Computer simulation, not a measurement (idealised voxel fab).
Process module, titled voxel transistor to metal
The cross-section shown here is cut; it is 285 nm wide and divided into square cells measuring 5 nm on a side.
Format of a cross-section: grid, square cells. Given as bands. Order: top down. Band: one or more rows of cells.
Within each band entry, the heights of the top and of the bottom of the band appear first, in that order and in nm; the materials of the band then follow from left to right, each with its corresponding width in nm. The designation "edge to edge" on a single material indicates that it fills the band from edge to edge; the designation "air" indicates empty space.
Heights are measured from 0, the level below which the as-received wafer is all one material; the lowest band has no bottom and continues downward, written as in "top 0, no bottom".
Width spec "30..40" -> top row of cells at first value, bottom row at second value, equal per-row change in between.
The cross-section has no changed cell in any step marked "everything unchanged".
"Completely enclosed voids" enumerates empty spaces isolated from the top, with no open way to it, that contain at least 8 cells, giving each as width x height at distance from the left edge, all three in nm.
Whatever follows a step's settings on its line is a remark the simulator itself makes about that step.
"overlay nm" answers the question of how far to the right of plan the mask lay on a step that has a mask, and when it is negative the answer is to the left.
-- Here's what the planned process steps look like
| 1 | RECEIVE | material Si |
| 2 | OXIDIZE | depth nm 5 |
| 3 | CONFORMAL_DEP | material SiN | thk nm 15 |
| 4 | DIRECTIONAL_DEP | material aC | thk nm 15 |
| 5 | PATTERN | tone cover | mask id ACTIVE | material resist | width nm 100 | pitch nm 120 | thk nm 35 | overlay nm 0 |
| 6 | DIRECTIONAL_ETCH | etch materials aC | depth nm 15 |
| 7 | STRIP | etch materials resist |
| 8 | DIRECTIONAL_ETCH | etch materials SiN | depth nm 15 |
| 9 | DIRECTIONAL_ETCH | etch materials SiO2 | depth nm 5 |
| 10 | DIRECTIONAL_ETCH | etch materials Si | depth nm 30 |
| 11 | STRIP | etch materials aC |
| 12 | OXIDIZE | depth nm 5 |
| 13 | FILL_DEP | material SiO2 | thk nm 15 |
| 14 | CMP | height nm 15 |
| 15 | SELECTIVE_ETCH | etch materials SiO2 | depth nm 10 |
| 16 | STRIP | etch materials SiN |
| 17 | SELECTIVE_ETCH | etch materials SiO2 | depth nm 5 |
| 18 | OXIDIZE | depth nm 5 |
| 19 | DIRECTIONAL_DEP | material polySi | thk nm 30 |
| 20 | DIRECTIONAL_DEP | material SiCN | thk nm 10 |
| 21 | MASKED_ETCH | tone cover | mask id GATE | width nm 30 | pitch nm 120 | etch materials SiCN | depth nm 20 | overlay nm 0 |
| 22 | MASKED_ETCH | tone cover | mask id GATE | width nm 30 | pitch nm 120 | etch materials polySi | depth nm 40 | overlay nm 0 |
| 23 | CONFORMAL_DEP | material SiO2 | thk nm 5 |
| 24 | DIRECTIONAL_ETCH | etch materials SiO2 | depth nm 5 |
| 25 | CONFORMAL_DEP | material SiN | thk nm 5 |
| 26 | DIRECTIONAL_ETCH | etch materials SiN | depth nm 5 |
| 27 | DIRECTIONAL_ETCH | etch materials SiO2 | depth nm 5 |
| 28 | DIRECTIONAL_ETCH | etch materials Si | depth nm 5 |
| 29 | EPI | material SiGe | thk nm 5 |
| 30 | FILL_DEP | material SiO2 | thk nm 10 |
| 31 | CMP | height nm 25 |
| 32 | STRIP | etch materials polySi |
| 33 | SELECTIVE_ETCH | etch materials SiO2 | depth nm 5 |
| 34 | CONFORMAL_DEP | material HfO2 | thk nm 5 |
| 35 | CONFORMAL_DEP | material TiN | thk nm 5 |
| 36 | FILL_DEP | material W | thk nm 10 |
| 37 | CMP | height nm 20 |
| 38 | DIRECTIONAL_DEP | material SiO2 | thk nm 15 |
| 39 | PATTERN | tone open | mask id CONTACT | material resist | width nm 15 | thk nm 15 | overlay nm 0 |
| 40 | DIRECTIONAL_ETCH | etch materials SiO2 | depth nm 45 |
| 41 | STRIP | etch materials resist |
| 42 | CONFORMAL_DEP | material TiN | thk nm 5 |
| 43 | FILL_DEP | material W | thk nm 5 |
| 44 | CMP | height nm 35 |
| 45 | DIRECTIONAL_DEP | material TiN | thk nm 5 |
| 46 | DIRECTIONAL_DEP | material Ru | thk nm 25 |
| 47 | MASKED_ETCH | tone cover | mask id METAL_1 | width nm 15 | etch materials Ru | depth nm 25 | overlay nm 0 |
| 48 | MASKED_ETCH | tone cover | mask id METAL_1 | width nm 15 | etch materials TiN | depth nm 5 | overlay nm 0 |
| 49 | FILL_DEP | material SiO2 | thk nm 5 |
| 50 | CMP | height nm 65 |
| 51 | CONFORMAL_DEP | material SiN | thk nm 5 |
-- Cross-section of the incoming wafer, state after step 1
- top 0, no bottom | Si edge to edge
- Completely enclosed voids: none
-- Wafer at module end, in section. Began as above, planned as above, run with one mistake
- top 70, bottom 65 | SiN edge to edge
- top 65, bottom 40 | SiO2 35, then Ru 15, then SiO2 60, then Ru 15, then SiO2 30, then Ru 15, then SiO2 60, then Ru 15, then SiO2 40
- top 40, bottom 35 | SiO2 35, then TiN 15, then SiO2 60, then TiN 15, then SiO2 30, then TiN 15, then SiO2 60, then TiN 15, then SiO2 40
- top 35, bottom 30 | W 45, then TiN 25, then W 20, then TiN 25, then W 50, then TiN 25, then W 20, then TiN 25, then W 50
- top 30, bottom 25 | TiN 50, then HfO2 15, then TiN 5, then W 20, then TiN 5, then HfO2 15, then TiN 60, then HfO2 15, then TiN 5, then W 20, then TiN 5, then HfO2 15, then TiN 55
- top 25, bottom 20 | HfO2 55, then SiN 5, then HfO2 5, then TiN 5, then W 20, then TiN 5, then HfO2 5, then SiN 5, then HfO2 70, then SiN 5, then HfO2 5, then TiN 5, then W 20, then TiN 5, then HfO2 5, then SiN 5, then HfO2 60
- top 20, bottom 0 | SiO2 55, then SiN 5, then HfO2 5, then TiN 5, then W 20, then TiN 5, then HfO2 5, then SiN 5, then SiO2 70, then SiN 5, then HfO2 5, then TiN 5, then W 20, then TiN 5, then HfO2 5, then SiN 5, then SiO2 60
- top 0, bottom -5 | SiO2 30, then SiN 5, then SiO2 20, then SiN 5, then HfO2 5, then TiN 30, then HfO2 5, then SiN 5, then SiO2 20, then SiN 5, then SiO2 20, then SiN 5, then SiO2 20, then SiN 5, then HfO2 5, then TiN 30, then HfO2 5, then SiN 5, then SiO2 20, then SiN 5, then SiO2 35
- top -5, bottom -10 | SiO2 50, then SiGe 5, then SiO2 5, then HfO2 40, then SiO2 5, then SiGe 5, then SiO2 60, then SiGe 5, then SiO2 5, then HfO2 40, then SiO2 5, then SiGe 5, then SiO2 55
- top -10, bottom -15 | SiO2 35, then SiGe 20, then Si 50, then SiGe 20, then SiO2 30, then SiGe 20, then Si 50, then SiGe 20, then SiO2 40
- top -15, bottom -40 | SiO2 35, then Si 90, then SiO2 30, then Si 90, then SiO2 40
- top -40, no bottom | Si edge to edge
- Completely enclosed voids: none
Finding, execution versus plan: step 37 of the plan did not run at all; it was left out
